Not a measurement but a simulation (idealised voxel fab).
Process module heading - voxel ribs on slabs
For reference, the cross-section in this document is cut, with width 155 nm and square cells of 5 nm.
Each cross-section below is a grid of square cells, stated as bands in top-down order, with one or more rows of cells making up each band. Band: top and bottom heights (nm) first, top before bottom; then materials from left to right, widths in nm. "full width" marks a sole material filling the band edge to edge. "empty" denotes empty space. Heights from 0 (as-received wafer is one material below). Bottom band endless downward, as "0 -> down". A two-number width, for instance "30->40", indicates that the width is equal to the first number in the top row of the band and to the second number in the bottom row, and that it changes by a constant amount per row of cells. The designation "no change occurred", where it is given for a processing step, indicates that no cell of the cross-section was altered in the course of that step. "Closed empty spaces" - sealed voids, min. 8 cells, no opening to top; format: width x height at distance (distance from left edge; nm throughout). Heads up: the bit after the settings on a step's line is the simulator's remark on that step. overlay nm: how far to the right of its planned place the mask lay on this masked step (negative: to the left).
-- Process steps foreseen in the plan
step 1: RECEIVE [material Si]
step 2: DIRECTIONAL_DEP [material SiO2] [thk nm 20]
step 3: DIRECTIONAL_DEP [material SiN] [thk nm 20]
step 4: DIRECTIONAL_DEP [material aC] [thk nm 10]
step 5: PATTERN [tone cover] [mask id RIB] [material resist] [width nm 15] [thk nm 25] [overlay nm 0]
step 6: DIRECTIONAL_ETCH [etch materials aC] [depth nm 10]
step 7: STRIP [etch materials resist]
step 8: DIRECTIONAL_ETCH [etch materials SiN] [depth nm 5]
step 9: STRIP [etch materials aC]
step 10: MASKED_ETCH [tone cover] [mask id SLAB] [width nm 65] [etch materials SiN] [depth nm 15] [overlay nm 0]
step 11: FILL_DEP [material SiO2] [thk nm 25]
step 12: CMP [height nm 60]
step 13: DIRECTIONAL_DEP [material TiN] [thk nm 5]
step 14: DIRECTIONAL_DEP [material aC] [thk nm 15]
step 15: PATTERN [tone cover] [mask id HEATER] [material resist] [width nm 25] [thk nm 35] [overlay nm 0]
step 16: DIRECTIONAL_ETCH [etch materials aC] [depth nm 15]
step 17: STRIP [etch materials resist]
step 18: DIRECTIONAL_ETCH [etch materials TiN] [depth nm 5]
step 19: STRIP [etch materials aC]
step 20: CONFORMAL_DEP [material SiN] [thk nm 5]
-- Incoming wafer, cross-sectional view, post step 1
0 -> down  Si full width
Closed empty spaces: none
-- Here's the cross-section of the first of our two wafers at the end of the module - it ran as planned
70 -> 65  60 nm empty | 35 nm SiN | 60 nm empty
65 -> 60  65 nm SiN | 25 nm TiN | 65 nm SiN
60 -> 40  SiO2 full width
40 -> 35  70 nm SiO2 | 15 nm SiN | 70 nm SiO2
35 -> 20  45 nm SiO2 | 65 nm SiN | 45 nm SiO2
20 -> 0  SiO2 full width
0 -> down  Si full width
Closed empty spaces: none
-- This is the second of the two wafers, cross-sectioned at the end of the module; it started exactly like the first and was given the same plan, but it was run with one mistake
70 -> 65  60 nm empty | 35 nm SiN | 60 nm empty
65 -> 60  65 nm SiN | 25 nm TiN | 65 nm SiN
60 -> 20  SiO2 full width
20 -> 0  SiN full width
0 -> down  Si full width
Closed empty spaces: none
Deviation from plan: steps 2 and 3 of the plan were run in the wrong order, each in the other's place
Final difference in cells, second wafer against first, listed per material as more or fewer: SiN +82 | SiO2 -82
